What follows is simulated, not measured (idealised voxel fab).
process module | voxel transistor to metal
Each square cell in cross-section cut measures 5 nm, and the section as a whole is 210 nm wide.
Bands, listed from the top down, are how a cross-section gets written in this document; the cross-section itself is a grid of square cells, and a band is one or more rows of them.
Look at the band entry: it leads with the top's height and the bottom's height in nm. Then it lists the materials left to right, with a width in nm for each. The word "full width" on a single material says that material fills the band edge to edge. The word "empty" is empty space.
We count height from 0. Below that, the starting wafer is all one material. The lowest band never ends at the bottom but goes on down; see "top 0, no bottom" for how that is written.
A two-number width, for instance "30->40", indicates that the width is equal to the first number in the top row of the band and to the second number in the bottom row, and that it changes by a constant amount per row of cells.
Step marked "nothing got changed"? Then no cell in the cross-section changed in it.
"Fully enclosed voids": sealed empty spaces, 8 cells or more, no open way to top, listed width x height at distance, with distance from the left edge and width, height and distance in nm.
It should be noted that, on the line of a given step, the content following the step's settings is a remark produced by the simulator itself with respect to that step.
overlay nm: mask right of planned place by this much (step with mask). Neg. = left.

-- plan
- 1: RECEIVE (material Si)
- 2: CONFORMAL_DEP (material SiO2; thk nm 5)
- 3: CONFORMAL_DEP (material SiN; thk nm 15)
- 4: DIRECTIONAL_DEP (material aC; thk nm 10)
- 5: PATTERN (tone cover; mask id ACTIVE; material resist; width nm 115; thk nm 25; overlay nm 0)
- 6: DIRECTIONAL_ETCH (etch materials aC; depth nm 10)
- 7: STRIP (etch materials resist)
- 8: DIRECTIONAL_ETCH (etch materials SiN; depth nm 15)
- 9: DIRECTIONAL_ETCH (etch materials SiO2; depth nm 5)
- 10: DIRECTIONAL_ETCH (etch materials Si; depth nm 20)
- 11: STRIP (etch materials aC)
- 12: OXIDIZE (depth nm 5)
- 13: FILL_DEP (material SiO2; thk nm 15)
- 14: CMP (height nm 20)
- 15: SELECTIVE_ETCH (etch materials SiO2; depth nm 15)
- 16: STRIP (etch materials SiN)
- 17: SELECTIVE_ETCH (etch materials SiO2; depth nm 5)
- 18: OXIDIZE (depth nm 5)
- 19: DIRECTIONAL_DEP (material polySi; thk nm 30)
- 20: DIRECTIONAL_DEP (material SiCN; thk nm 10)
- 21: PATTERN (tone cover; mask id GATE; material resist; width nm 25; thk nm 20; overlay nm 0)
- 22: DIRECTIONAL_ETCH (etch materials SiCN; depth nm 20)
- 23: DIRECTIONAL_ETCH (etch materials polySi; depth nm 40)
- 24: STRIP (etch materials resist)
- 25: CONFORMAL_DEP (material SiO2; thk nm 5)
- 26: DIRECTIONAL_ETCH (etch materials SiO2; depth nm 5)
- 27: CONFORMAL_DEP (material SiN; thk nm 5)
- 28: DIRECTIONAL_ETCH (etch materials SiN; depth nm 5)
- 29: DIRECTIONAL_ETCH (etch materials SiO2; depth nm 5)
- 30: EPI (material SiGe; thk nm 5)
- 31: FILL_DEP (material SiO2; thk nm 10)
- 32: CMP (height nm 40)
- 33: DIRECTIONAL_DEP (material SiO2; thk nm 10)
- 34: MASKED_ETCH (tone open; mask id CONTACT; width nm 30; pitch nm 65; etch materials SiO2; depth nm 50; overlay nm 0)
- 35: CONFORMAL_DEP (material TiN; thk nm 5)
- 36: FILL_DEP (material W; thk nm 10)
- 37: CMP (height nm 50)
- 38: CONFORMAL_DEP (material SiN; thk nm 5)
- 39: DIRECTIONAL_DEP (material SiO2; thk nm 20)
- 40: MASKED_ETCH (tone open; mask id METAL_1; width nm 15; pitch nm 80; etch materials SiO2; depth nm 20; overlay nm 0)
- 41: MASKED_ETCH (tone open; mask id METAL_1; width nm 15; pitch nm 80; etch materials SiN; depth nm 5; overlay nm 0)
- 42: CONFORMAL_DEP (material TiN; thk nm 5)
- 43: FILL_DEP (material W; thk nm 10)
- 44: CMP (height nm 75)
- 45: EPI (material Ru; thk nm 5)
- 46: FILL_DEP (material SiCN; thk nm 5)

-- Delivered wafer in cross-section: state after step 1
- top 0, no bottom  Si full width
- Fully enclosed voids: none

-- Below is the wafer in cross-section after the module was completed. It began from the starting point shown above and followed the plan shown above, except that one mistake was made while running it
- top 85, bottom 80  SiCN full width
- top 80, bottom 55  Ru full width
- top 55, bottom 50  SiN full width
- top 50, bottom 40  SiO2 55, TiN 5, W 20->15, TiN 5->10, SiO2 35, TiN 5->10, W 20->15, TiN 5, SiO2 60
- top 40, bottom 30  SiO2 55, TiN 5, W 15, TiN 5, SiN 5, SiO2 5, SiCN 25, SiO2 5, SiN 5, TiN 5, W 15, TiN 5, SiO2 60
- top 30, bottom 5  SiO2 55, TiN 5, W 15, TiN 5, SiN 5, SiO2 5, polySi 25, SiO2 5, SiN 5, TiN 5, W 15, TiN 5, SiO2 60
- top 5, bottom 0  SiO2 55, TiN 25, SiN 5, SiO2 5, polySi 25, SiO2 5, SiN 5, TiN 25, SiO2 60
- top 0, bottom -5  SiO2 45, SiGe 35, SiO2 45, SiGe 35, SiO2 50
- top -5, bottom -25  SiO2 50, Si 105, SiO2 55
- top -25, no bottom  Si full width
- Fully enclosed voids: none
Error vs. plan: step 39 did not use the planned setting and instead ran as DIRECTIONAL_DEP (material Ru; thk nm 20)
